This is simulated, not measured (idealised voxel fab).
Process module heading - voxel wiring stack
Square cell edge 5 nm, section width 285 nm, ID cut.
In this document a cross-section is written as a grid of square cells. It is given as a series of bands, listed from the top down, and a band is one or more rows of cells. Basically the band line says how high the top is and how high the bottom is, in nm, and then what's in it from left to right, every material with its width in nm. Empty space shows up as "blank", and if a single material carries "full width" it runs the full band edge to edge. A quick word on heights: they are counted from 0, and under that level the wafer as it came to us is one material throughout. The lowest band is different from the rest in having no bottom; it simply continues downward, written as in "0 down". Note: "30..40" means the width goes from the first number (top row of the band) to the second number (bottom row) in equal steps per row of cells. No cell of the cross-section changed in a step that is given as "changes: none". For the entry "Cavities, sealed", the listed items are empty spaces with no open way to the top whose size is 8 cells or more; each item follows the pattern width x height at distance, where distance is from the left edge and all three are in nm. If you see something after the settings on a step's line, that's the simulator's own remark about that step. overlay nm, on a step with a mask: how far to the right of its planned place the mask lay; to the left if negative.

## Process steps foreseen in the plan
1. RECEIVE with material Si
2. CONFORMAL_DEP with material SiO2, thk nm 10
3. CONFORMAL_DEP with material SiN, thk nm 5
4. DIRECTIONAL_DEP with material lowk, thk nm 25
5. MASKED_ETCH with tone open, mask id METAL_1, width nm 25, pitch nm 55, etch materials lowk, depth nm 25, overlay nm 0
6. MASKED_ETCH with tone open, mask id METAL_1, width nm 25, pitch nm 55, etch materials SiN, depth nm 5, overlay nm 0
7. CONFORMAL_DEP with material TiN, thk nm 5
8. FILL_DEP with material Cu, thk nm 5
9. CMP with height nm 40
10. CONFORMAL_DEP with material SiCN, thk nm 5
11. DIRECTIONAL_DEP with material SiO2, thk nm 25
12. DIRECTIONAL_DEP with material aC, thk nm 10
13. PATTERN with tone open, mask id METAL_2_HOLES, material resist, width nm 15, thk nm 30, overlay nm 0
14. DIRECTIONAL_ETCH with etch materials aC, depth nm 10
15. STRIP with etch materials resist
16. DIRECTIONAL_ETCH with etch materials SiO2, depth nm 25
17. STRIP with etch materials aC
18. MASKED_ETCH with tone open, mask id METAL_2, width nm 25, pitch nm 55, etch materials SiO2, depth nm 15, overlay nm 0
19. MASKED_ETCH with tone open, mask id METAL_2, width nm 25, pitch nm 55, etch materials SiCN, depth nm 5, overlay nm 0
20. CONFORMAL_DEP with material TiN, thk nm 5
21. FILL_DEP with material Cu, thk nm 5
22. CMP with height nm 70
23. CONFORMAL_DEP with material SiCN, thk nm 5
24. DIRECTIONAL_DEP with material SiO2, thk nm 30
25. MASKED_ETCH with tone open, mask id METAL_3, width nm 25, pitch nm 55, etch materials SiO2, depth nm 20, overlay nm 0
26. DIRECTIONAL_DEP with material aC, thk nm 10
27. PATTERN with tone open, mask id METAL_3_HOLES, material resist, width nm 15, pitch nm 55, thk nm 25, overlay nm 0
28. DIRECTIONAL_ETCH with etch materials aC, depth nm 10
29. STRIP with etch materials resist
30. DIRECTIONAL_ETCH with etch materials SiO2, depth nm 10
31. DIRECTIONAL_ETCH with etch materials SiCN, depth nm 5
32. STRIP with etch materials aC
33. CONFORMAL_DEP with material TiN, thk nm 5
34. FILL_DEP with material Cu, thk nm 5
35. CMP with height nm 105
36. CONFORMAL_DEP with material SiCN, thk nm 5
37. DIRECTIONAL_DEP with material SiO2, thk nm 25
38. PATTERN with tone open, mask id METAL_4_HOLES, material resist, width nm 15, pitch nm 55, thk nm 20, overlay nm 0
39. DIRECTIONAL_ETCH with etch materials SiO2, depth nm 25
40. STRIP with etch materials resist
41. PATTERN with tone open, mask id METAL_4, material resist, width nm 25, pitch nm 55, thk nm 20, overlay nm 0
42. DIRECTIONAL_ETCH with etch materials SiO2, depth nm 15
43. DIRECTIONAL_ETCH with etch materials SiCN, depth nm 5
44. STRIP with etch materials resist
45. CONFORMAL_DEP with material TiN, thk nm 5
46. FILL_DEP with material Cu, thk nm 10
47. CMP with height nm 135
48. CONFORMAL_DEP with material SiN, thk nm 5

## As-received state of the wafer in cross-section, equivalent to post-step 1
  0 down | Si full width
  Cavities, sealed: none

## Cross-section at module end, one run error; start and plan unchanged from above
  140 to 135 | SiN full width
  135 to 125 | Cu full width
  125 to 120 | 95 of Cu  25 of TiN  30 of Cu  25 of TiN  110 of Cu
  120 to 115 | 95 of Cu  5 of TiN  15 of SiO2  5 of TiN  30 of Cu  5 of TiN  15 of SiO2  5 of TiN  110 of Cu
  115 to 110 | 100 of TiN  15 of SiO2  40 of TiN  15 of SiO2  115 of TiN
  110 to 105 | 115 of SiCN  10 of TiN  45 of SiCN  10 of TiN  105 of SiCN
  105 to 90 | 100 of SiO2  5 of TiN  15 of Cu  5 of TiN  30 of SiO2  5 of TiN  15 of Cu  5 of TiN  105 of SiO2
  90 to 85 | 100 of SiO2  5 of TiN  5 of Cu  15 of TiN  30 of SiO2  5 of TiN  5 of Cu  15 of TiN  105 of SiO2
  85 to 75 | 100 of SiO2  5 of TiN  5 of Cu  5 of TiN  40 of SiO2  5 of TiN  5 of Cu  5 of TiN  115 of SiO2
  75 to 70 | 100 of SiCN  15 of TiN  40 of SiCN  15 of TiN  115 of SiCN
  70 to 60 | 100 of SiO2  5 of TiN  15 of Cu  5 of TiN  30 of SiO2  5 of TiN  15 of Cu  5 of TiN  105 of SiO2
  60 to 55 | 100 of SiO2  5 of TiN  5 of Cu  15 of TiN  30 of SiO2  25 of TiN  105 of SiO2
  55 to 45 | 100 of SiO2  5 of TiN  5 of Cu  5 of TiN  170 of SiO2
  45 to 40 | 100 of SiCN  15 of TiN  170 of SiCN
  40 to 15 | 100 of lowk  5 of TiN  15 of Cu  5 of TiN  30 of lowk  5 of TiN  15 of Cu  5 of TiN  105 of lowk
  15 to 10 | 100 of SiN  25 of TiN  30 of SiN  25 of TiN  105 of SiN
  10 to 0 | SiO2 full width
  0 down | Si full width
  Cavities, sealed: none
Finding, execution versus plan: step 38, actual vs plan mismatch, actual run PATTERN with tone cover, mask id METAL_4_HOLES, material resist, width nm 15, pitch nm 55, thk nm 20, overlay nm 0
